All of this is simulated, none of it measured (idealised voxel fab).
Title: Process Module voxel ribs on slabs
The width of the displayed cross-section, cut, is 260 nm; its cells are square, with a size of 5 nm.
If you're reading a cross-section in this doc, picture square cells in a grid; it comes to you as bands, top ones listed first down to the bottom, and a band can be one or more rows of cells.
Per band: top height and bottom height in nm, followed by the left-to-right materials and their widths in nm; "full width" marks a single material spanning edge to edge, "air" marks empty space.
Zero point of the height axis is 0; under it, received wafer = one material. Lowest band: continues down indefinitely, "from 0 down".
Note: "30->40" means the width goes from the first number (top row of the band) to the second number (bottom row) in equal steps per row of cells.
Where a step carries "remained the same", the cross-section came out of it unchanged, cell for cell.
Reported under the label "Closed void list" are the empty spaces having no open way to the top and comprising 8 cells or more; the notation for each is width x height at distance, in which the distance is measured from the left edge and all three values are in nm.
Whatever follows a step's settings on its line is a remark the simulator itself makes about that step.
overlay nm: how far to the right of its planned place the mask lay on this masked step (negative: to the left).

The following list gives the planned process steps
1. RECEIVE | material Si
2. DIRECTIONAL_DEP | material SiO2 | thk nm 30
3. DIRECTIONAL_DEP | material SiN | thk nm 20
4. DIRECTIONAL_DEP | material aC | thk nm 10
5. PATTERN | tone cover | mask id RIB | material resist | width nm 20 | thk nm 25 | overlay nm 0
6. DIRECTIONAL_ETCH | etch materials aC | depth nm 10
7. STRIP | etch materials resist
8. DIRECTIONAL_ETCH | etch materials SiN | depth nm 5
9. STRIP | etch materials aC
10. PATTERN | tone cover | mask id SLAB | material resist | width nm 70 | thk nm 15 | overlay nm 0
11. DIRECTIONAL_ETCH | etch materials SiN | depth nm 15
12. STRIP | etch materials resist
13. FILL_DEP | material SiO2 | thk nm 30
14. CMP | height nm 70
15. DIRECTIONAL_DEP | material TiN | thk nm 5
16. MASKED_ETCH | tone cover | mask id HEATER | width nm 30 | etch materials TiN | depth nm 5 | overlay nm 0
17. CONFORMAL_DEP | material SiO2 | thk nm 5

Cross-section, incoming material, after step 1
* from 0 down  Si full width
* Closed void list: none

Cross-sectional view of the first of the two wafers upon completion of the module, processed in accordance with the plan
* from 80 to 75  110 nm air, 40 nm SiO2, 110 nm air
* from 75 to 70  115 nm SiO2, 30 nm TiN, 115 nm SiO2
* from 70 to 50  SiO2 full width
* from 50 to 45  120 nm SiO2, 20 nm SiN, 120 nm SiO2
* from 45 to 30  95 nm SiO2, 70 nm SiN, 95 nm SiO2
* from 30 to 0  SiO2 full width
* from 0 down  Si full width
* Closed void list: none

The second wafer, shown in cross-section after the module: started the same way as the first and given the same plan, yet one mistake crept into how it was run
* from 80 to 75  110 nm air, 40 nm SiO2, 110 nm air
* from 75 to 70  115 nm SiO2, 30 nm TiN, 115 nm SiO2
* from 70 to 60  95 nm SiO2, 70 nm SiN, 95 nm SiO2
* from 60 to 0  SiO2 full width
* from 0 down  Si full width
* Closed void list: none
It is concluded that the wafer was processed incorrectly with respect to the plan, in that plan step 2 was conducted twice
Bottom line after processing is that, in cells, the second wafer is up or down on some materials versus the first: SiN: 18 fewer | SiO2: 18 more
